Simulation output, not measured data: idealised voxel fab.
Name of the process module below: voxel capacitor over wiring
The cross-section shown here is cut; it is 190 nm wide and divided into square cells measuring 5 nm on a side.
In what follows, cross-sections appear as grids of square cells, described through bands that run from the top down, where every band is one or more rows of cells.
Look at the band entry: it leads with the top's height and the bottom's height in nm. Then it lists the materials left to right, with a width in nm for each. The word "edge to edge" on a single material says that material fills the band edge to edge. The word "empty" is empty space.
Height reference: 0 = level under which incoming wafer is all one material. Lowest band: no bottom, runs on downward, e.g. "0 and below".
It should be noted that a width expressed as "30..40" varies in equal increments from row to row of cells within the band, taking the value of the first number at the top row and that of the second number at the bottom row.
No cell of the cross-section changed in a step that is given as "nothing altered".
Closed empty spaces (no open way to the top) of 8 cells or more are what "Closed void entries" lists, each as width x height at distance from the left edge, nm for all three.
after a step's settings: what the simulator itself notes on the step
What "overlay nm" on a step's line means: if the step has a mask, that mask lay this far to the right of its planned place, or, when the value is negative, to the left.
What follows is a series of pairs. Each pair shows a cross-section before one process step and the cross-section after it, and the after view is drawn only down to the lowest band that changed. Beneath each pair is the step that lies between the two, with its settings. Pairs may come from different runs of this module on the same starting wafer, so a pair continues from the one above it only where its entry headed "Cross-section, before" says so.

**Cross-section, before**
- 100 down to 90  empty: 50; aC: 25; empty: 115
- 90 down to 85  empty: 50; TiN: 25; aC: 35; empty: 80
- 85 down to 80  empty: 45; aC: 5; TiN: 25; aC: 35; empty: 80
- 80 down to 75  empty: 45; aC: 5; HfO2: 25; TiN: 35; empty: 80
- 75 down to 70  empty: 40; TiN: 70; aC: 5; empty: 75
- 70 down to 65  empty: 40; TiN: 35; HfO2: 35; aC: 5; empty: 75
- 65 down to 55  TiN: 40; Ru: 35; TiN: 115
- 55 down to 45  SiO2: 50; Ru: 15; SiO2: 125
- 45 down to 40  SiCN: 50; Ru: 15; SiCN: 125
- 40 down to 15  SiO2: 45; Ru: 20; SiO2: 55; Ru: 20; SiO2: 50
- 15 down to 10  SiO2: 45; TiN: 20; SiO2: 55; TiN: 20; SiO2: 50
- 10 down to 0  SiO2 edge to edge
- 0 and below  Si edge to edge
- Closed void entries: none

**Result of Step**
- 100 down to 90  empty: 50; aC: 25; empty: 115
- 90 down to 85  empty: 50; TiN: 25; aC: 35; empty: 80
- 85 down to 80  empty: 45; aC: 5; TiN: 25; aC: 35; empty: 80
- 80 down to 75  empty: 45; aC: 5; HfO2: 25; TiN: 35; empty: 80
- 75 down to 70  empty: 45; TiN: 65; aC: 5; empty: 75
- 70 down to 65  empty: 45; TiN: 30; HfO2: 35; aC: 5; empty: 75
- 65 down to 55  empty: 40; Ru: 35; TiN: 40; empty: 75
- Below 55, the layers are the same as they were.
- Closed void entries: none
The two cross-sections above are separated by a single process step, namely op DIRECTIONAL_ETCH | etch materials TiN | depth nm 10

Cross-section, before: unchanged from the after cross-section in the pair immediately above; refer to that figure.

**Result of Step**
- 90 down to 80  empty: 50; TiN: 25; empty: 115
- 80 down to 75  empty: 50; HfO2: 25; TiN: 35; empty: 80
- 75 down to 70  empty: 45; TiN: 65; empty: 80
- 70 down to 65  empty: 45; TiN: 30; HfO2: 35; empty: 80
- Below 65, the layers are the same as they were.
- Closed void entries: none
The two cross-sections above are separated by a single process step, namely op STRIP | etch materials aC

Cross-section, before: unchanged from the after cross-section in the pair immediately above; refer to that figure.

**Result of Step**
- 105 down to 90  SiO2 edge to edge
- 90 down to 80  SiO2: 50; TiN: 25; SiO2: 115
- 80 down to 75  SiO2: 50; HfO2: 25; TiN: 35; SiO2: 80
- 75 down to 70  SiO2: 45; TiN: 65; SiO2: 80
- 70 down to 65  SiO2: 45; TiN: 30; HfO2: 35; SiO2: 80
- 65 down to 55  SiO2: 40; Ru: 35; TiN: 40; SiO2: 75
- Below 55, the layers are the same as they were.
- Closed void entries: none
The two cross-sections above are separated by a single process step, namely op FILL_DEP | material SiO2 | thk nm 15

Cross-section, before: unchanged from the after cross-section in the pair immediately above; refer to that figure.

**Result of Step**
- 90 down to 80  SiO2: 50; TiN: 25; SiO2: 115
- Below 80, the layers are the same as they were.
- Closed void entries: none
The two cross-sections above are separated by a single process step, namely op CMP | height nm 90

Cross-section, before: unchanged from the after cross-section in the pair immediately above; refer to that figure.

**Result of Step**
- 95 down to 90  TiN edge to edge
- Below 90, the layers are the same as they were.
- Closed void entries: none
The two cross-sections above are separated by a single process step, namely op CONFORMAL_DEP | material TiN | thk nm 5

Cross-section, before: unchanged from the after cross-section in the pair immediately above; refer to that figure.

**Result of Step**
- 100 down to 95  W edge to edge
- Below 95, the layers are the same as they were.
- Closed void entries: none
The two cross-sections above are separated by a single process step, namely op FILL_DEP | material W | thk nm 5

Cross-section, before: unchanged from the after cross-section in the pair immediately above; refer to that figure.

**Result of Step**
- 90 down to 80  SiO2: 50; TiN: 25; SiO2: 115
- Below 80, the layers are the same as they were.
- Closed void entries: none
The two cross-sections above are separated by a single process step, namely op CMP | height nm 90

Cross-section, before: unchanged from the after cross-section in the pair immediately above; refer to that figure.

**Result of Step**
- 95 down to 90  SiCN edge to edge
- Below 90, the layers are the same as they were.
- Closed void entries: none
The two cross-sections above are separated by a single process step, namely op CONFORMAL_DEP | material SiCN | thk nm 5

**Cross-section, before**
- 40 down to 15  SiO2: 45; Ru: 20; SiO2: 55; Ru: 20; SiO2: 50
- 15 down to 10  SiO2: 45; TiN: 20; SiO2: 55; TiN: 20; SiO2: 50
- 10 down to 0  SiO2 edge to edge
- 0 and below  Si edge to edge
- Closed void entries: none

**Result of Step**
- 50 down to 40  SiO2 edge to edge
- Below 40, the layers are the same as they were.
- Closed void entries: none
The two cross-sections above are separated by a single process step, namely op DIRECTIONAL_DEP | material SiO2 | thk nm 10

Cross-section, before: unchanged from the after cross-section in the pair immediately above; refer to that figure.

**Result of Step**
- 55 down to 50  SiCN edge to edge
- Below 50, the layers are the same as they were.
- Closed void entries: none
The two cross-sections above are separated by a single process step, namely op CONFORMAL_DEP | material SiCN | thk nm 5

Cross-section, before: unchanged from the after cross-section in the pair immediately above; refer to that figure.

**Result of Step**
- 75 down to 55  resist: 50; empty: 15; resist: 125
- Below 55, the layers are the same as they were.
- Closed void entries: none
The two cross-sections above are separated by a single process step, namely op PATTERN | tone open | mask id PLUG_1 | material resist | width nm 15 | thk nm 20 | overlay nm 0

Cross-section, before: unchanged from the after cross-section in the pair immediately above; refer to that figure.

**Result of Step**
- 75 down to 55  resist: 50; empty: 15; resist: 125
- 55 down to 50  SiCN: 50; empty: 15; SiCN: 125
- Below 50, the layers are the same as they were.
- Closed void entries: none
The two cross-sections above are separated by a single process step, namely op DIRECTIONAL_ETCH | etch materials SiCN | depth nm 5

Cross-section, before: unchanged from the after cross-section in the pair immediately above; refer to that figure.

**Result of Step**
- 55 down to 50  SiCN: 50; empty: 15; SiCN: 125
- Below 50, the layers are the same as they were.
- Closed void entries: none
The two cross-sections above are separated by a single process step, namely op STRIP | etch materials resist

Cross-section, before: unchanged from the after cross-section in the pair immediately above; refer to that figure.

**Result of Step**
- 65 down to 60  TiN: 50; empty: 15; TiN: 125
- 60 down to 55  TiN edge to edge
- 55 down to 50  SiCN: 50; TiN: 15; SiCN: 125
- Below 50, the layers are the same as they were.
- Closed void entries: none
The two cross-sections above are separated by a single process step, namely op DIRECTIONAL_DEP | material TiN | thk nm 10

Cross-section, before: unchanged from the after cross-section in the pair immediately above; refer to that figure.

**Result of Step**
- 70 down to 65  HfO2: 50; empty: 15; HfO2: 125
- 65 down to 60  TiN: 50; HfO2: 15; TiN: 125
- Below 60, the layers are the same as they were.
- Closed void entries: none
The two cross-sections above are separated by a single process step, namely op DIRECTIONAL_DEP | material HfO2 | thk nm 5

Cross-section, before: unchanged from the after cross-section in the pair immediately above; refer to that figure.

**Result of Step**
- 80 down to 75  TiN: 50; empty: 15; TiN: 125
- 75 down to 70  TiN edge to edge
- 70 down to 65  HfO2: 50; TiN: 15; HfO2: 125
- Below 65, the layers are the same as they were.
- Closed void entries: none
The two cross-sections above are separated by a single process step, namely op DIRECTIONAL_DEP | material TiN | thk nm 10

Cross-section, before: unchanged from the after cross-section in the pair immediately above; refer to that figure.

**Result of Step**
- 100 down to 80  empty: 50; resist: 60; empty: 80
- 80 down to 75  TiN: 50; resist: 15; TiN: 125
- Below 75, the layers are the same as they were.
- Closed void entries: none
The two cross-sections above are separated by a single process step, namely op PATTERN | tone cover | mask id UPPER_PLATE | material resist | width nm 60 | thk nm 20 | overlay nm 0

Cross-section, before: unchanged from the after cross-section in the pair immediately above; refer to that figure.

**Result of Step**
- 100 down to 80  empty: 50; resist: 60; empty: 80
- 80 down to 75  empty: 50; resist: 15; TiN: 45; empty: 80
- 75 down to 70  empty: 50; TiN: 60; empty: 80
- Below 70, the layers are the same as they were.
- Closed void entries: none
The two cross-sections above are separated by a single process step, namely op DIRECTIONAL_ETCH | etch materials TiN | depth nm 10

Cross-section, before: unchanged from the after cross-section in the pair immediately above; refer to that figure.

**Result of Step**
- 100 down to 80  empty: 50; resist: 60; empty: 80
- 80 down to 75  empty: 50; resist: 15; TiN: 45; empty: 80
- 75 down to 70  empty: 50; TiN: 60; empty: 80
- 70 down to 65  empty: 50; TiN: 15; HfO2: 45; empty: 80
- Below 65, the layers are the same as they were.
- Closed void entries: none
The two cross-sections above are separated by a single process step, namely op DIRECTIONAL_ETCH | etch materials HfO2 | depth nm 5

Cross-section, before: unchanged from the after cross-section in the pair immediately above; refer to that figure.

**Result of Step**
- 80 down to 70  empty: 65..50; TiN: 45..60; empty: 80
- Below 70, the layers are the same as they were.
- Closed void entries: none
The two cross-sections above are separated by a single process step, namely op STRIP | etch materials resist

Cross-section, before: unchanged from the after cross-section in the pair immediately above; refer to that figure.

**Result of Step**
- 90 down to 80  empty: 65..50; aC: 45..60; empty: 80
- 80 down to 75  empty: 50; aC: 15; TiN: 45; empty: 80
- 75 down to 70  aC: 50; TiN: 60; aC: 80
- 70 down to 65  aC: 50; TiN: 15; HfO2: 45; aC: 80
- Below 65, the layers are the same as they were.
- Closed void entries: none
The two cross-sections above are separated by a single process step, namely op DIRECTIONAL_DEP | material aC | thk nm 10

Cross-section, before: unchanged from the after cross-section in the pair immediately above; refer to that figure.

**Result of Step**
- 120 down to 90  empty: 45; resist: 70; empty: 75
- 90 down to 80  empty: 45; resist: 20..5; aC: 45..60; resist: 5; empty: 75
- 80 down to 75  empty: 45; resist: 5; aC: 15; TiN: 45; resist: 5; empty: 75
- Below 75, the layers are the same as they were.
- Closed void entries: none
The two cross-sections above are separated by a single process step, namely op PATTERN | tone cover | mask id LOWER_PLATE | material resist | width nm 70 | thk nm 30 | overlay nm 0

Cross-section, before: unchanged from the after cross-section in the pair immediately above; refer to that figure.

**Result of Step**
- 110 down to 90  empty: 45; resist: 70; empty: 75
- 90 down to 80  empty: 45; resist: 20..5; aC: 45..60; resist: 5; empty: 75
- 80 down to 75  empty: 45; resist: 5; aC: 15; TiN: 45; resist: 5; empty: 75
- 75 down to 70  empty: 45; aC: 5; TiN: 60; aC: 5; empty: 75
- 70 down to 65  empty: 45; aC: 5; TiN: 15; HfO2: 45; aC: 5; empty: 75
- Below 65, the layers are the same as they were.
- Closed void entries: none
The two cross-sections above are separated by a single process step, namely op DIRECTIONAL_ETCH | etch materials aC | depth nm 10

Cross-section, before: unchanged from the after cross-section in the pair immediately above; refer to that figure.

**Result of Step**
- 90 down to 80  empty: 65..50; aC: 45..60; empty: 80
- 80 down to 75  empty: 50; aC: 15; TiN: 45; empty: 80
- Below 75, the layers are the same as they were.
- Closed void entries: none
The two cross-sections above are separated by a single process step, namely op STRIP | etch materials resist

Cross-section, before: unchanged from the after cross-section in the pair immediately above; refer to that figure.

**Result of Step**
- 90 down to 80  empty: 65..50; aC: 45..60; empty: 80
- 80 down to 75  empty: 50; aC: 15; TiN: 45; empty: 80
- 75 down to 70  empty: 45; aC: 5; TiN: 60; aC: 5; empty: 75
- 70 down to 65  empty: 45; aC: 5; TiN: 15; HfO2: 45; aC: 5; empty: 75
- 65 down to 60  empty: 45; TiN: 5; HfO2: 15; TiN: 50; empty: 75
- 60 down to 55  empty: 45; TiN: 70; empty: 75
- Below 55, the layers are the same as they were.
- Closed void entries: none
The two cross-sections above are separated by a single process step, namely op DIRECTIONAL_ETCH | etch materials TiN | depth nm 10

Cross-section, before: unchanged from the after cross-section in the pair immediately above; refer to that figure.

**Result of Step**
- 80 down to 70  empty: 65..50; TiN: 45..60; empty: 80
- 70 down to 65  empty: 50; TiN: 15; HfO2: 45; empty: 80
- Below 65, the layers are the same as they were.
- Closed void entries: none
The two cross-sections above are separated by a single process step, namely op STRIP | etch materials aC

Cross-section, before: unchanged from the after cross-section in the pair immediately above; refer to that figure.

**Result of Step**
- 95 down to 80  SiO2 edge to edge
- 80 down to 70  SiO2: 65..50; TiN: 45..60; SiO2: 80
- 70 down to 65  SiO2: 50; TiN: 15; HfO2: 45; SiO2: 80
- 65 down to 60  SiO2: 45; TiN: 5; HfO2: 15; TiN: 50; SiO2: 75
- 60 down to 55  SiO2: 45; TiN: 70; SiO2: 75
- Below 55, the layers are the same as they were.
- Closed void entries: none
The two cross-sections above are separated by a single process step, namely op FILL_DEP | material SiO2 | thk nm 15

Cross-section, before: unchanged from the after cross-section in the pair immediately above; refer to that figure.

**Result of Step**
- 90 down to 80  SiO2 edge to edge
- Below 80, the layers are the same as they were.
- Closed void entries: none
The two cross-sections above are separated by a single process step, namely op CMP | height nm 90

Cross-section, before: unchanged from the after cross-section in the pair immediately above; refer to that figure.

**Result of Step**
- 90 down to 80  SiO2: 60; empty: 15; SiO2: 115
- Below 80, the layers are the same as they were.
- Closed void entries: none
The two cross-sections above are separated by a single process step, namely op MASKED_ETCH | tone open | mask id PLUG_2 | width nm 15 | etch materials SiO2 | depth nm 10 | overlay nm 0

Cross-section, before: unchanged from the after cross-section in the pair immediately above; refer to that figure.

**Result of Step**
- 95 down to 90  TiN: 65; empty: 5; TiN: 120
- 90 down to 85  SiO2: 60; TiN: 5; empty: 5; TiN: 5; SiO2: 115
- 85 down to 75  SiO2: 60..65; TiN: 15..45; SiO2: 115..80
- Below 75, the layers are the same as they were.
- Closed void entries: none
The two cross-sections above are separated by a single process step, namely op CONFORMAL_DEP | material TiN | thk nm 5

Cross-section, before: unchanged from the after cross-section in the pair immediately above; refer to that figure.

**Result of Step**
- 100 down to 95  W edge to edge
- 95 down to 90  TiN: 65; W: 5; TiN: 120
- 90 down to 85  SiO2: 60; TiN: 5; W: 5; TiN: 5; SiO2: 115
- Below 85, the layers are the same as they were.
- Closed void entries: none
The two cross-sections above are separated by a single process step, namely op FILL_DEP | material W | thk nm 5

Cross-section, before: unchanged from the after cross-section in the pair immediately above; refer to that figure.

**Result of Step**
- 90 down to 85  SiO2: 60; TiN: 5; W: 5; TiN: 5; SiO2: 115
- Below 85, the layers are the same as they were.
- Closed void entries: none
The two cross-sections above are separated by a single process step, namely op CMP | height nm 90

Cross-section, before: unchanged from the after cross-section in the pair immediately above; refer to that figure.

**Result of Step**
- 95 down to 90  SiCN edge to edge
- Below 90, the layers are the same as they were.
- Closed void entries: none
The two cross-sections above are separated by a single process step, namely op CONFORMAL_DEP | material SiCN | thk nm 5

**Cross-section, before**
- 95 down to 80  SiO2 edge to edge
- 80 down to 70  SiO2: 50; TiN: 60; SiO2: 80
- 70 down to 65  SiO2: 50; HfO2: 60; SiO2: 80
- 65 down to 55  SiO2: 45; TiN: 70; SiO2: 75
- 55 down to 45  SiO2: 50; Ru: 15; SiO2: 125
- 45 down to 40  SiCN: 50; Ru: 15; SiCN: 125
- 40 down to 15  SiO2: 45; Ru: 20; SiO2: 55; Ru: 20; SiO2: 50
- 15 down to 10  SiO2: 45; TiN: 20; SiO2: 55; TiN: 20; SiO2: 50
- 10 down to 0  SiO2 edge to edge
- 0 and below  Si edge to edge
- Closed void entries: none

**Result of Step**
- 80 down to 70  SiO2: 50; TiN: 60; SiO2: 80
- Below 70, the layers are the same as they were.
- Closed void entries: none
The two cross-sections above are separated by a single process step, namely op CMP | height nm 80

Cross-section, before: unchanged from the after cross-section in the pair immediately above; refer to that figure.

**Result of Step**
- 85 down to 80  TiN edge to edge
- Below 80, the layers are the same as they were.
- Closed void entries: none
The two cross-sections above are separated by a single process step, namely op CONFORMAL_DEP | material TiN | thk nm 5

Cross-section, before: unchanged from the after cross-section in the pair immediately above; refer to that figure.

**Result of Step**
- 90 down to 85  W edge to edge
- Below 85, the layers are the same as they were.
- Closed void entries: none
The two cross-sections above are separated by a single process step, namely op FILL_DEP | material W | thk nm 5

Cross-section, before: unchanged from the after cross-section in the pair immediately above; refer to that figure.

**Result of Step**
- 95 down to 90  SiCN edge to edge
- Below 90, the layers are the same as they were.
- Closed void entries: none
The two cross-sections above are separated by a single process step, namely op CONFORMAL_DEP | material SiCN | thk nm 5

**Cross-section, before**
- 90 down to 80  empty: 50; aC: 60; empty: 80
- 80 down to 75  empty: 50; TiN: 60; empty: 80
- 75 down to 70  aC: 50; TiN: 60; aC: 80
- 70 down to 65  aC: 50; HfO2: 60; aC: 80
- 65 down to 55  TiN edge to edge
- 55 down to 45  SiO2: 50; Ru: 15; SiO2: 125
- 45 down to 40  SiCN: 50; Ru: 15; SiCN: 125
- 40 down to 15  SiO2: 45; Ru: 20; SiO2: 55; Ru: 20; SiO2: 50
- 15 down to 10  SiO2: 45; TiN: 20; SiO2: 55; TiN: 20; SiO2: 50
- 10 down to 0  SiO2 edge to edge
- 0 and below  Si edge to edge
- Closed void entries: none

**Result of Step**
- 120 down to 90  empty: 45; resist: 75; empty: 70
- 90 down to 80  empty: 45; resist: 5; aC: 60; resist: 10; empty: 70
- 80 down to 75  empty: 45; resist: 5; TiN: 60; resist: 10; empty: 70
- Below 75, the layers are the same as they were.
- Closed void entries: none
The two cross-sections above are separated by a single process step, namely op PATTERN | tone cover | mask id LOWER_PLATE | material resist | width nm 75 | thk nm 30 | overlay nm 0

Cross-section, before: unchanged from the after cross-section in the pair immediately above; refer to that figure.

**Result of Step**
- 110 down to 90  empty: 45; resist: 75; empty: 70
- 90 down to 80  empty: 45; resist: 5; aC: 60; resist: 10; empty: 70
- 80 down to 75  empty: 45; resist: 5; TiN: 60; resist: 10; empty: 70
- 75 down to 70  empty: 45; aC: 5; TiN: 60; aC: 10; empty: 70
- 70 down to 65  empty: 45; aC: 5; HfO2: 60; aC: 10; empty: 70
- Below 65, the layers are the same as they were.
- Closed void entries: none
The two cross-sections above are separated by a single process step, namely op DIRECTIONAL_ETCH | etch materials aC | depth nm 10

Cross-section, before: unchanged from the after cross-section in the pair immediately above; refer to that figure.

**Result of Step**
- 90 down to 80  empty: 50; aC: 60; empty: 80
- 80 down to 75  empty: 50; TiN: 60; empty: 80
- Below 75, the layers are the same as they were.
- Closed void entries: none
The two cross-sections above are separated by a single process step, namely op STRIP | etch materials resist

Cross-section, before: unchanged from the after cross-section in the pair immediately above; refer to that figure.

**Result of Step**
- 90 down to 80  empty: 50; aC: 60; empty: 80
- 80 down to 75  empty: 50; TiN: 60; empty: 80
- 75 down to 70  empty: 45; aC: 5; TiN: 60; aC: 10; empty: 70
- 70 down to 65  empty: 45; aC: 5; HfO2: 60; aC: 10; empty: 70
- 65 down to 55  empty: 45; TiN: 75; empty: 70
- Below 55, the layers are the same as they were.
- Closed void entries: none
The two cross-sections above are separated by a single process step, namely op DIRECTIONAL_ETCH | etch materials TiN | depth nm 10

Cross-section, before: unchanged from the after cross-section in the pair immediately above; refer to that figure.

**Result of Step**
- 80 down to 70  empty: 50; TiN: 60; empty: 80
- 70 down to 65  empty: 50; HfO2: 60; empty: 80
- Below 65, the layers are the same as they were.
- Closed void entries: none
The two cross-sections above are separated by a single process step, namely op STRIP | etch materials aC

Cross-section, before: unchanged from the after cross-section in the pair immediately above; refer to that figure.

**Result of Step**
- 95 down to 80  SiO2 edge to edge
- 80 down to 70  SiO2: 50; TiN: 60; SiO2: 80
- 70 down to 65  SiO2: 50; HfO2: 60; SiO2: 80
- 65 down to 55  SiO2: 45; TiN: 75; SiO2: 70
- Below 55, the layers are the same as they were.
- Closed void entries: none
The two cross-sections above are separated by a single process step, namely op FILL_DEP | material SiO2 | thk nm 15

Cross-section, before: unchanged from the after cross-section in the pair immediately above; refer to that figure.

**Result of Step**
- 90 down to 80  SiO2 edge to edge
- Below 80, the layers are the same as they were.
- Closed void entries: none
The two cross-sections above are separated by a single process step, namely op CMP | height nm 90

Cross-section, before: unchanged from the after cross-section in the pair immediately above; refer to that figure.

**Result of Step**
- 90 down to 80  SiO2: 60; empty: 15; SiO2: 115
- Below 80, the layers are the same as they were.
- Closed void entries: none
The two cross-sections above are separated by a single process step, namely op MASKED_ETCH | tone open | mask id PLUG_2 | width nm 15 | etch materials SiO2 | depth nm 10 | overlay nm 0

Cross-section, before: unchanged from the after cross-section in the pair immediately above; refer to that figure.

**Result of Step**
- 95 down to 90  TiN: 65; empty: 5; TiN: 120
- 90 down to 85  SiO2: 60; TiN: 5; empty: 5; TiN: 5; SiO2: 115
- 85 down to 80  SiO2: 60; TiN: 15; SiO2: 115
- Below 80, the layers are the same as they were.
- Closed void entries: none
The two cross-sections above are separated by a single process step, namely op CONFORMAL_DEP | material TiN | thk nm 5

Cross-section, before: unchanged from the after cross-section in the pair immediately above; refer to that figure.

**Result of Step**
- 100 down to 95  W edge to edge
- 95 down to 90  TiN: 65; W: 5; TiN: 120
- 90 down to 85  SiO2: 60; TiN: 5; W: 5; TiN: 5; SiO2: 115
- Below 85, the layers are the same as they were.
- Closed void entries: none
The two cross-sections above are separated by a single process step, namely op FILL_DEP | material W | thk nm 5

Cross-section, before: unchanged from the after cross-section in the pair immediately above; refer to that figure.

**Result of Step**
- 90 down to 85  SiO2: 60; TiN: 5; W: 5; TiN: 5; SiO2: 115
- Below 85, the layers are the same as they were.
- Closed void entries: none
The two cross-sections above are separated by a single process step, namely op CMP | height nm 90

Cross-section, before: unchanged from the after cross-section in the pair immediately above; refer to that figure.

**Result of Step**
- 95 down to 90  SiCN edge to edge
- Below 90, the layers are the same as they were.
- Closed void entries: none
The two cross-sections above are separated by a single process step, namely op CONFORMAL_DEP | material SiCN | thk nm 5

**Cross-section, before**
- 90 down to 80  empty: 50; aC: 60; empty: 80
- 80 down to 75  empty: 50; TiN: 60; empty: 80
- 75 down to 70  aC: 50; TiN: 60; aC: 80
- 70 down to 65  aC: 50; HfO2: 60; aC: 80
- 65 down to 55  TiN edge to edge
- 55 down to 45  SiO2: 50; Ru: 15; SiO2: 125
- 45 down to 40  SiCN: 50; Ru: 15; SiCN: 125
- 40 down to 15  SiO2: 45; Ru: 20; SiO2: 55; Ru: 20; SiO2: 50
- 15 down to 10  SiO2: 45; TiN: 20; SiO2: 55; TiN: 20; SiO2: 50
- 10 down to 0  SiO2 edge to edge
- 0 and below  Si edge to edge
- Closed void entries: none

**Result of Step**
- 120 down to 90  empty: 55; resist: 70; empty: 65
- 90 down to 80  empty: 50; aC: 60; resist: 15; empty: 65
- 80 down to 75  empty: 50; TiN: 60; resist: 15; empty: 65
- Below 75, the layers are the same as they were.
- Closed void entries: none
The two cross-sections above are separated by a single process step, namely op PATTERN | tone cover | mask id LOWER_PLATE | material resist | width nm 70 | thk nm 30 | overlay nm 10

Cross-section, before: unchanged from the after cross-section in the pair immediately above; refer to that figure.

**Result of Step**
- 110 down to 90  empty: 55; resist: 70; empty: 65
- 90 down to 80  empty: 55; aC: 55; resist: 15; empty: 65
- 80 down to 75  empty: 50; TiN: 60; resist: 15; empty: 65
- 75 down to 70  empty: 50; TiN: 60; aC: 15; empty: 65
- 70 down to 65  empty: 50; HfO2: 60; aC: 15; empty: 65
- Below 65, the layers are the same as they were.
- Closed void entries: none
The two cross-sections above are separated by a single process step, namely op DIRECTIONAL_ETCH | etch materials aC | depth nm 10

Cross-section, before: unchanged from the after cross-section in the pair immediately above; refer to that figure.

**Result of Step**
- 90 down to 80  empty: 55; aC: 55; empty: 80
- 80 down to 75  empty: 50; TiN: 60; empty: 80
- Below 75, the layers are the same as they were.
- Closed void entries: none
The two cross-sections above are separated by a single process step, namely op STRIP | etch materials resist

Cross-section, before: unchanged from the after cross-section in the pair immediately above; refer to that figure.

**Result of Step**
- 90 down to 80  empty: 55; aC: 55; empty: 80
- 80 down to 75  empty: 55; TiN: 55; empty: 80
- 75 down to 70  empty: 55; TiN: 55; aC: 15; empty: 65
- 70 down to 65  empty: 50; HfO2: 60; aC: 15; empty: 65
- 65 down to 55  empty: 50; TiN: 75; empty: 65
- Below 55, the layers are the same as they were.
- Closed void entries: none
The two cross-sections above are separated by a single process step, namely op DIRECTIONAL_ETCH | etch materials TiN | depth nm 10

Cross-section, before: unchanged from the after cross-section in the pair immediately above; refer to that figure.

**Result of Step**
- 80 down to 70  empty: 55; TiN: 55; empty: 80
- 70 down to 65  empty: 50; HfO2: 60; empty: 80
- Below 65, the layers are the same as they were.
- Closed void entries: none
The two cross-sections above are separated by a single process step, namely op STRIP | etch materials aC

Cross-section, before: unchanged from the after cross-section in the pair immediately above; refer to that figure.

**Result of Step**
- 95 down to 80  SiO2 edge to edge
- 80 down to 70  SiO2: 55; TiN: 55; SiO2: 80
- 70 down to 65  SiO2: 50; HfO2: 60; SiO2: 80
- 65 down to 55  SiO2: 50; TiN: 75; SiO2: 65
- Below 55, the layers are the same as they were.
- Closed void entries: none
The two cross-sections above are separated by a single process step, namely op FILL_DEP | material SiO2 | thk nm 15

Cross-section, before: unchanged from the after cross-section in the pair immediately above; refer to that figure.

**Result of Step**
- 90 down to 80  SiO2 edge to edge
- Below 80, the layers are the same as they were.
- Closed void entries: none
The two cross-sections above are separated by a single process step, namely op CMP | height nm 90

Cross-section, before: unchanged from the after cross-section in the pair immediately above; refer to that figure.

**Result of Step**
- 90 down to 80  SiO2: 60; empty: 15; SiO2: 115
- Below 80, the layers are the same as they were.
- Closed void entries: none
The two cross-sections above are separated by a single process step, namely op MASKED_ETCH | tone open | mask id PLUG_2 | width nm 15 | etch materials SiO2 | depth nm 10 | overlay nm 0

Cross-section, before: unchanged from the after cross-section in the pair immediately above; refer to that figure.

**Result of Step**
- 95 down to 90  TiN: 65; empty: 5; TiN: 120
- 90 down to 85  SiO2: 60; TiN: 5; empty: 5; TiN: 5; SiO2: 115
- 85 down to 80  SiO2: 60; TiN: 15; SiO2: 115
- Below 80, the layers are the same as they were.
- Closed void entries: none
The two cross-sections above are separated by a single process step, namely op CONFORMAL_DEP | material TiN | thk nm 5

Cross-section, before: unchanged from the after cross-section in the pair immediately above; refer to that figure.

**Result of Step**
- 100 down to 95  W edge to edge
- 95 down to 90  TiN: 65; W: 5; TiN: 120
- 90 down to 85  SiO2: 60; TiN: 5; W: 5; TiN: 5; SiO2: 115
- Below 85, the layers are the same as they were.
- Closed void entries: none
The two cross-sections above are separated by a single process step, namely op FILL_DEP | material W | thk nm 5

Cross-section, before: unchanged from the after cross-section in the pair immediately above; refer to that figure.

**Result of Step**
- 90 down to 85  SiO2: 60; TiN: 5; W: 5; TiN: 5; SiO2: 115
- Below 85, the layers are the same as they were.
- Closed void entries: none
The two cross-sections above are separated by a single process step, namely op CMP | height nm 90

Cross-section, before: unchanged from the after cross-section in the pair immediately above; refer to that figure.

**Result of Step**
- 95 down to 90  SiCN edge to edge
- Below 90, the layers are the same as they were.
- Closed void entries: none
The two cross-sections above are separated by a single process step, namely op CONFORMAL_DEP | material SiCN | thk nm 5

**Cross-section, before**
- 40 down to 15  SiO2: 45; Ru: 20; SiO2: 55; Ru: 20; SiO2: 50
- 15 down to 10  SiO2: 45; TiN: 20; SiO2: 55; TiN: 20; SiO2: 50
- 10 down to 0  SiO2 edge to edge
- 0 and below  Si edge to edge
- Closed void entries: none

**Result of Step**
- 45 down to 40  SiO2 edge to edge
- Below 40, the layers are the same as they were.
- Closed void entries: none
The two cross-sections above are separated by a single process step, namely op CONFORMAL_DEP | material SiO2 | thk nm 5

Cross-section, before: unchanged from the after cross-section in the pair immediately above; refer to that figure.

**Result of Step**
- 55 down to 40  SiO2 edge to edge
- Below 40, the layers are the same as they were.
- Closed void entries: none
The two cross-sections above are separated by a single process step, namely op DIRECTIONAL_DEP | material SiO2 | thk nm 10

Cross-section, before: unchanged from the after cross-section in the pair immediately above; refer to that figure.

**Result of Step**
- 75 down to 55  resist: 50; empty: 15; resist: 125
- Below 55, the layers are the same as they were.
- Closed void entries: none
The two cross-sections above are separated by a single process step, namely op PATTERN | tone open | mask id PLUG_1 | material resist | width nm 15 | thk nm 20 | overlay nm 0

Cross-section, before: unchanged from the after cross-section in the pair immediately above; refer to that figure.

**Result of Step**
- 75 down to 55  resist: 50; empty: 15; resist: 125
- 55 down to 45  SiO2: 50; empty: 15; SiO2: 125
- Below 45, the layers are the same as they were.
- Closed void entries: none
The two cross-sections above are separated by a single process step, namely op DIRECTIONAL_ETCH | etch materials SiO2 | depth nm 10

Cross-section, before: unchanged from the after cross-section in the pair immediately above; refer to that figure.

**Result of Step**
- 55 down to 45  SiO2: 50; empty: 15; SiO2: 125
- Below 45, the layers are the same as they were.
- Closed void entries: none
The two cross-sections above are separated by a single process step, namely op STRIP | etch materials resist

Cross-section, before: unchanged from the after cross-section in the pair immediately above; refer to that figure.

**Result of Step**
- 65 down to 55  TiN: 50; empty: 15; TiN: 125
- 55 down to 45  SiO2: 50; TiN: 15; SiO2: 125
- Below 45, the layers are the same as they were.
- Closed void entries: none
The two cross-sections above are separated by a single process step, namely op DIRECTIONAL_DEP | material TiN | thk nm 10

Cross-section, before: unchanged from the after cross-section in the pair immediately above; refer to that figure.

**Result of Step**
- 70 down to 65  HfO2: 50; empty: 15; HfO2: 125
- 65 down to 60  TiN: 50; empty: 15; TiN: 125
- 60 down to 55  TiN: 50; HfO2: 15; TiN: 125
- Below 55, the layers are the same as they were.
- Closed void entries: none
The two cross-sections above are separated by a single process step, namely op DIRECTIONAL_DEP | material HfO2 | thk nm 5
